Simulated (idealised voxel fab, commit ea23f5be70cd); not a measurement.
This section sets out a process module, namely voxel wiring stack.
Cross-sectional view cut (width: 145 nm; square cell size: 5 nm).
The cross-sections in this document take the form of a grid made of square cells. They are written out as bands, in order from top to bottom. Each band consists of one or more rows of cells. Basically the band line says how high the top is and how high the bottom is, in nm, and then what's in it from left to right, every material with its width in nm. Empty space shows up as "blank", and if a single material carries "full width" it runs the full band edge to edge. The reference from which all heights are counted is 0, the level beneath which the as-received wafer is entirely one material; the lowest band, having no lower bound, proceeds downward and is written after the example "from 0 down". Top row gets the first number, bottom row gets the second, and each row in between changes by the same step: that is how a band width like "30->40" works. Any step labelled "remains unaltered" changed none of the cells in the cross-section. Voids not open to the top, 8 cells minimum: see "Unvented internal voids". Written width x height at distance; distance is from the left edge; nm. If you see something after the settings on a step's line, that's the simulator's own remark about that step. "overlay nm" answers the question of how far to the right of plan the mask lay on a step that has a mask, and when it is negative the answer is to the left.
THE PLANNED PROCESS STEPS ARE ENUMERATED HEREUNDER
1) op RECEIVE | material Si
2) op CONFORMAL_DEP | material SiO2 | thk nm 10
3) op DIRECTIONAL_DEP | material TiN | thk nm 5
4) op DIRECTIONAL_DEP | material W | thk nm 15
5) op DIRECTIONAL_DEP | material aC | thk nm 15
6) op PATTERN | tone cover | mask id METAL_1 | material resist | width nm 25 | pitch nm 55 | thk nm 30 | overlay nm 0
7) op DIRECTIONAL_ETCH | etch materials aC | depth nm 15
8) op STRIP | etch materials resist
9) op DIRECTIONAL_ETCH | etch materials W | depth nm 15
10) op DIRECTIONAL_ETCH | etch materials TiN | depth nm 5
11) op STRIP | etch materials aC
12) op CONFORMAL_DEP | material SiCN | thk nm 5
13) op FILL_DEP | material SiO2 | thk nm 5
14) op CMP | height nm 30
15) op CONFORMAL_DEP | material SiCN | thk nm 5
16) op DIRECTIONAL_DEP | material SiO2 | thk nm 35
17) op MASKED_ETCH | tone open | mask id METAL_2_HOLES | width nm 15 | etch materials SiO2 | depth nm 35 | overlay nm 0
18) op PATTERN | tone open | mask id METAL_2 | material resist | width nm 25 | pitch nm 55 | thk nm 20 | overlay nm 0
19) op DIRECTIONAL_ETCH | etch materials SiO2 | depth nm 20
20) op DIRECTIONAL_ETCH | etch materials SiCN | depth nm 5
21) op STRIP | etch materials resist
22) op CONFORMAL_DEP | material TiN | thk nm 5
23) op FILL_DEP | material Ru | thk nm 10
24) op CMP | height nm 70
25) op CONFORMAL_DEP | material SiCN | thk nm 5
26) op DIRECTIONAL_DEP | material SiO2 | thk nm 20
27) op DIRECTIONAL_DEP | material aC | thk nm 10
28) op PATTERN | tone open | mask id PLUG_2 | material resist | width nm 15 | thk nm 25 | overlay nm 0
29) op DIRECTIONAL_ETCH | etch materials aC | depth nm 10
30) op STRIP | etch materials resist
31) op DIRECTIONAL_ETCH | etch materials SiO2 | depth nm 20
32) op DIRECTIONAL_ETCH | etch materials SiCN | depth nm 5
33) op STRIP | etch materials aC
34) op EPI | material Ru | thk nm 10
35) op EPI | material Ru | thk nm 10
36) op EPI | material Ru | thk nm 5
37) op DIRECTIONAL_DEP | material TiN | thk nm 5
38) op DIRECTIONAL_DEP | material Ru | thk nm 15
39) op PATTERN | tone cover | mask id METAL_3 | material resist | width nm 25 | pitch nm 55 | thk nm 15 | overlay nm 0
40) op DIRECTIONAL_ETCH | etch materials Ru | depth nm 15
41) op DIRECTIONAL_ETCH | etch materials TiN | depth nm 5
42) op STRIP | etch materials resist
43) op FILL_DEP | material SiO2 | thk nm 10
44) op CMP | height nm 115
45) op CONFORMAL_DEP | material SiN | thk nm 5
CROSS-SECTION: WAFER ON ARRIVAL = AFTER STEP 1
  from 0 down  Si full width
  Unvented internal voids: none
THE CROSS-SECTION SHOWN CORRESPONDS TO THE WAFER AT THE CONCLUSION OF THE MODULE. THE INITIAL STRUCTURE AND THE PROCESS PLAN ARE THOSE PRESENTED ABOVE; HOWEVER, ONE MISTAKE OCCURRED IN EXECUTING THE PLAN
  from 120 to 115  SiN full width
  from 115 to 100  SiO2: 30, then Ru: 30, then SiO2: 25, then Ru: 30, then SiO2: 30
  from 100 to 95  SiO2: 30, then TiN: 30, then SiO2: 25, then TiN: 30, then SiO2: 30
  from 95 to 75  SiO2: 30, then Ru: 15, then SiO2: 100
  from 75 to 70  SiCN: 30, then Ru: 15, then SiCN: 100
  from 70 to 55  SiO2: 30, then TiN: 5, then Ru: 15, then TiN: 5, then SiO2: 30, then TiN: 5, then Ru: 15, then TiN: 5, then SiO2: 35
  from 55 to 50  SiO2: 30, then TiN: 5, then Ru: 5, then TiN: 15, then SiO2: 30, then TiN: 25, then SiO2: 35
  from 50 to 35  SiO2: 30, then TiN: 5, then Ru: 5, then TiN: 5, then SiO2: 100
  from 35 to 30  SiCN: 30, then TiN: 15, then SiCN: 100
  from 30 to 15  SiO2: 25, then SiCN: 5, then W: 25, then SiCN: 5, then SiO2: 20, then SiCN: 5, then W: 25, then SiCN: 5, then SiO2: 30
  from 15 to 10  SiCN: 30, then TiN: 25, then SiCN: 30, then TiN: 25, then SiCN: 35
  from 10 to 0  SiO2 full width
  from 0 down  Si full width
  Unvented internal voids: none
Deviation from plan: for step 39, the planned setting was not used; the step was instead run as op PATTERN | tone cover | mask id METAL_3 | material resist | width nm 30 | pitch nm 55 | thk nm 15 | overlay nm 0
